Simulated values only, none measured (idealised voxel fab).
The following is a process module called voxel transistor to metal.
Section cut is 195 nm wide and gridded with 5 nm square cells.
Just so we're on the same page, the cross-sections are grids of square cells, and they're listed out in bands top to bottom, each band one or more rows deep.
The entry gives the band's vertical extent as a top height and a bottom height in nm, then its horizontal make-up as materials from left to right, each with a width in nm. "empty" stands for empty space; a single material marked "all across" fills the band edge to edge.
Heights are measured from 0, the level below which the as-received wafer is all one material; the lowest band has no bottom and continues downward, written as in "0 -> down".
When a width is written as two numbers, as in "30->40", the first number is the width in the top row of cells of the band and the second is the width in its bottom row, and the width changes by the same amount from each row to the next.
"no modifications", as given for a step, is the statement that not any cell of the cross-section underwent a change during that step.
In "Sealed cavities" the enclosed voids are listed, meaning empty spaces of 8 cells or larger without any opening to the top. The form is width x height at distance, distance from the left edge, units nm.
Text after the settings on a step's line: the simulator's own remark on that step.
"overlay nm", when on a step's line for a step with a mask, measures how far to the right of its planned place the mask lay; a negative measure means to the left.

[Process steps foreseen in the plan]
- 1: op RECEIVE | material Si
- 2: op OXIDIZE | depth nm 5
- 3: op CONFORMAL_DEP | material SiN | thk nm 10
- 4: op MASKED_ETCH | tone cover | mask id ACTIVE | width nm 115 | etch materials SiN | depth nm 10 | overlay nm 0
- 5: op MASKED_ETCH | tone cover | mask id ACTIVE | width nm 115 | etch materials SiO2 | depth nm 5 | overlay nm 0
- 6: op MASKED_ETCH | tone cover | mask id ACTIVE | width nm 115 | etch materials Si | depth nm 35 | overlay nm 0
- 7: op FILL_DEP | material SiO2 | thk nm 10
- 8: op CMP | height nm 10
- 9: op SELECTIVE_ETCH | etch materials SiO2 | depth nm 10
- 10: op STRIP | etch materials SiN
- 11: op SELECTIVE_ETCH | etch materials SiO2 | depth nm 5
- 12: op OXIDIZE | depth nm 5
- 13: op DIRECTIONAL_DEP | material polySi | thk nm 30
- 14: op DIRECTIONAL_DEP | material SiCN | thk nm 15
- 15: op DIRECTIONAL_DEP | material aC | thk nm 10
- 16: op PATTERN | tone cover | mask id GATE | material resist | width nm 25 | thk nm 30 | overlay nm 0
- 17: op DIRECTIONAL_ETCH | etch materials aC | depth nm 10
- 18: op STRIP | etch materials resist
- 19: op DIRECTIONAL_ETCH | etch materials SiCN | depth nm 25
- 20: op DIRECTIONAL_ETCH | etch materials polySi | depth nm 40
- 21: op STRIP | etch materials aC
- 22: op CONFORMAL_DEP | material SiO2 | thk nm 5
- 23: op DIRECTIONAL_ETCH | etch materials SiO2 | depth nm 5
- 24: op CONFORMAL_DEP | material SiN | thk nm 5
- 25: op DIRECTIONAL_ETCH | etch materials SiN | depth nm 5
- 26: op DIRECTIONAL_ETCH | etch materials SiO2 | depth nm 5
- 27: op EPI | material nSi | thk nm 5
- 28: op FILL_DEP | material SiO2 | thk nm 10
- 29: op CMP | height nm 40
- 30: op DIRECTIONAL_DEP | material SiO2 | thk nm 10
- 31: op PATTERN | tone open | mask id CONTACT | material resist | width nm 15 | pitch nm 80 | thk nm 15 | overlay nm 0
- 32: op DIRECTIONAL_ETCH | etch materials SiO2 | depth nm 55
- 33: op STRIP | etch materials resist
- 34: op CONFORMAL_DEP | material TiN | thk nm 5
- 35: op FILL_DEP | material Ru | thk nm 10
- 36: op CMP | height nm 50
- 37: op CONFORMAL_DEP | material SiN | thk nm 5
- 38: op DIRECTIONAL_DEP | material SiO2 | thk nm 20
- 39: op DIRECTIONAL_DEP | material aC | thk nm 15
- 40: op PATTERN | tone open | mask id METAL_1 | material resist | width nm 15 | pitch nm 80 | thk nm 35 | overlay nm 0
- 41: op DIRECTIONAL_ETCH | etch materials aC | depth nm 15
- 42: op STRIP | etch materials resist
- 43: op DIRECTIONAL_ETCH | etch materials SiO2 | depth nm 20
- 44: op DIRECTIONAL_ETCH | etch materials SiN | depth nm 5
- 45: op STRIP | etch materials aC
- 46: op CONFORMAL_DEP | material TiN | thk nm 5
- 47: op FILL_DEP | material Cu | thk nm 10
- 48: op CMP | height nm 75
- 49: op CONFORMAL_DEP | material SiCN | thk nm 5

[Delivered wafer in cross-section: state after step 1]
	0 -> down | Si all across
	Sealed cavities: none

[Cross-section, first of two wafers, end of module, run as planned]
	80 -> 75 | SiCN all across
	75 -> 55 | 50 SiO2 / 5 TiN / 5 Cu / 5 TiN / 65 SiO2 / 5 TiN / 5 Cu / 5 TiN / 50 SiO2
	55 -> 50 | 50 SiN / 15 TiN / 65 SiN / 15 TiN / 50 SiN
	50 -> 40 | 50 SiO2 / 5 TiN / 5 Ru / 5 TiN / 65 SiO2 / 5 TiN / 5 Ru / 5 TiN / 50 SiO2
	40 -> 25 | 50 SiO2 / 5 TiN / 5 Ru / 5 TiN / 10 SiO2 / 5 SiN / 5 SiO2 / 25 SiCN / 5 SiO2 / 5 SiN / 10 SiO2 / 5 TiN / 5 Ru / 5 TiN / 50 SiO2
	25 -> 0 | 50 SiO2 / 5 TiN / 5 Ru / 5 TiN / 10 SiO2 / 5 SiN / 5 SiO2 / 25 polySi / 5 SiO2 / 5 SiN / 10 SiO2 / 5 TiN / 5 Ru / 5 TiN / 50 SiO2
	0 -> -5 | 50 SiO2 / 15 TiN / 10 SiO2 / 5 SiN / 5 SiO2 / 25 polySi / 5 SiO2 / 5 SiN / 10 SiO2 / 15 TiN / 50 SiO2
	-5 -> -10 | 35 SiO2 / 40 nSi / 45 SiO2 / 40 nSi / 35 SiO2
	-10 -> -40 | 40 SiO2 / 115 Si / 40 SiO2
	-40 -> down | Si all across
	Sealed cavities: none

[What the second wafer looks like in cross-section once the module is done. Its start and its plan matched the first wafer's exactly; what differed was one mistake in how it was run]
	80 -> 75 | SiCN all across
	75 -> 55 | 50 SiO2 / 5 TiN / 5 Cu / 5 TiN / 65 SiO2 / 5 TiN / 5 Cu / 5 TiN / 50 SiO2
	55 -> 50 | 50 SiN / 15 TiN / 65 SiN / 15 TiN / 50 SiN
	50 -> 45 | 45 Ru / 5 TiN / 15 SiO2 / 5 TiN / 55 Ru / 5 TiN / 15 SiO2 / 5 TiN / 45 Ru
	45 -> 40 | 45 Ru / 5 TiN / 15 SiO2 / 65 TiN / 15 SiO2 / 5 TiN / 45 Ru
	40 -> 25 | 45 Ru / 5 TiN / 15 SiO2 / 10 TiN / 5 SiN / 5 TiN / 25 SiCN / 5 TiN / 5 SiN / 10 TiN / 15 SiO2 / 5 TiN / 45 Ru
	25 -> 0 | 45 Ru / 5 TiN / 15 SiO2 / 10 TiN / 5 SiN / 5 TiN / 25 polySi / 5 TiN / 5 SiN / 10 TiN / 15 SiO2 / 5 TiN / 45 Ru
	0 -> -5 | 50 TiN / 15 SiO2 / 10 TiN / 5 SiN / 5 TiN / 25 polySi / 5 TiN / 5 SiN / 10 TiN / 15 SiO2 / 50 TiN
	-5 -> -10 | 35 SiO2 / 40 nSi / 45 SiO2 / 40 nSi / 35 SiO2
	-10 -> -40 | 40 SiO2 / 115 Si / 40 SiO2
	-40 -> down | Si all across
	Sealed cavities: none
What broke from the plan during processing? step 31 deviated from plan and actually ran as op PATTERN | tone cover | mask id CONTACT | material resist | width nm 15 | pitch nm 80 | thk nm 15 | overlay nm 0
Per the end-of-run cell counts, the second wafer holds more or fewer of some materials than the first: Ru +171, SiO2 -234, TiN +63
